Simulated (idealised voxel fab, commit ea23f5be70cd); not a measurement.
Proc. module: voxel self aligned contacts
Cross-sectional view cut (width: 255 nm; square cell size: 5 nm).
A cross-section is a grid of square cells, given in bands from the top down. A band is one or more rows of cells. Top height, bottom height, nm. Materials left to right, width each, nm. Single material + "edge to edge" = fills band edge to edge. "blank" = empty. Basically, 0 is our baseline, since under it the wafer straight out of the box is all one material. The bottom band has no lower end and keeps on going down, so it looks like "z 0 and below". With a width like "30..40", each row of cells in the band differs from the next by the same amount, the top row carrying the first number and the bottom row the second. You'll sometimes find "nothing got changed" written for a step, and that's the way of saying that nowhere in the cross-section did a cell change during that step. Under "Enclosed void catalog" you'll find the enclosed gaps, the ones with no way out to the top, that are 8 cells or bigger; each reads width x height at distance, with distance counted from the left edge, everything in nm. If you see something after the settings on a step's line, that's the simulator's own remark about that step. overlay nm: on a step with a mask, how far right of its planned place the mask lay; negative means left.

### Listed below are the process steps as planned
1 RECEIVE | material Si
2 OXIDIZE | depth nm 5
3 DIRECTIONAL_DEP | material polySi | thk nm 25
4 DIRECTIONAL_DEP | material SiN | thk nm 20
5 MASKED_ETCH | tone cover | mask id GATE | width nm 35 | pitch nm 70 | etch materials SiN | depth nm 20 | overlay nm 0
6 MASKED_ETCH | tone cover | mask id GATE | width nm 35 | pitch nm 70 | etch materials polySi | depth nm 25 | overlay nm 0
7 CONFORMAL_DEP | material SiN | thk nm 5
8 DIRECTIONAL_ETCH | etch materials SiN | depth nm 5
9 FILL_DEP | material SiO2 | thk nm 10
10 CMP | height nm 50
11 DIRECTIONAL_DEP | material aC | thk nm 10
12 PATTERN | tone open | mask id CONTACT | material resist | width nm 45 | thk nm 30 | overlay nm 0
13 DIRECTIONAL_ETCH | etch materials aC | depth nm 10
14 STRIP | etch materials resist
15 DIRECTIONAL_ETCH | etch materials SiO2 | depth nm 55
16 STRIP | etch materials aC
17 CONFORMAL_DEP | material TiN | thk nm 5
18 FILL_DEP | material W | thk nm 5
19 CMP | height nm 50
20 CONFORMAL_DEP | material SiCN | thk nm 5

### Wafer as received: cross-section following step 1
* z 0 and below: Si edge to edge
* Enclosed void catalog: none

### Below is the wafer in cross-section after the module was completed. It began from the starting point shown above and followed the plan shown above, except that one mistake was made while running it
* z 55 to 50: SiCN edge to edge
* z 50 to 45: 100 SiO2; 20 TiN; 15 W; 20 TiN; 100 SiO2
* z 45 to 25: 70 SiO2; 45 SiN; 5 TiN; 15 W; 5 TiN; 45 SiN; 70 SiO2
* z 25 to 0: 70 SiO2; 5 SiN; 35 polySi; 5 SiN; 5 TiN; 15 W; 5 TiN; 5 SiN; 35 polySi; 5 SiN; 70 SiO2
* z 0 to -5: 115 SiO2; 25 TiN; 115 SiO2
* z -5 and below: Si edge to edge
* Enclosed void catalog: none
Deviation from plan: step 12 was not run as planned; what actually ran was PATTERN | tone open | mask id CONTACT | material resist | width nm 55 | thk nm 30 | overlay nm 0
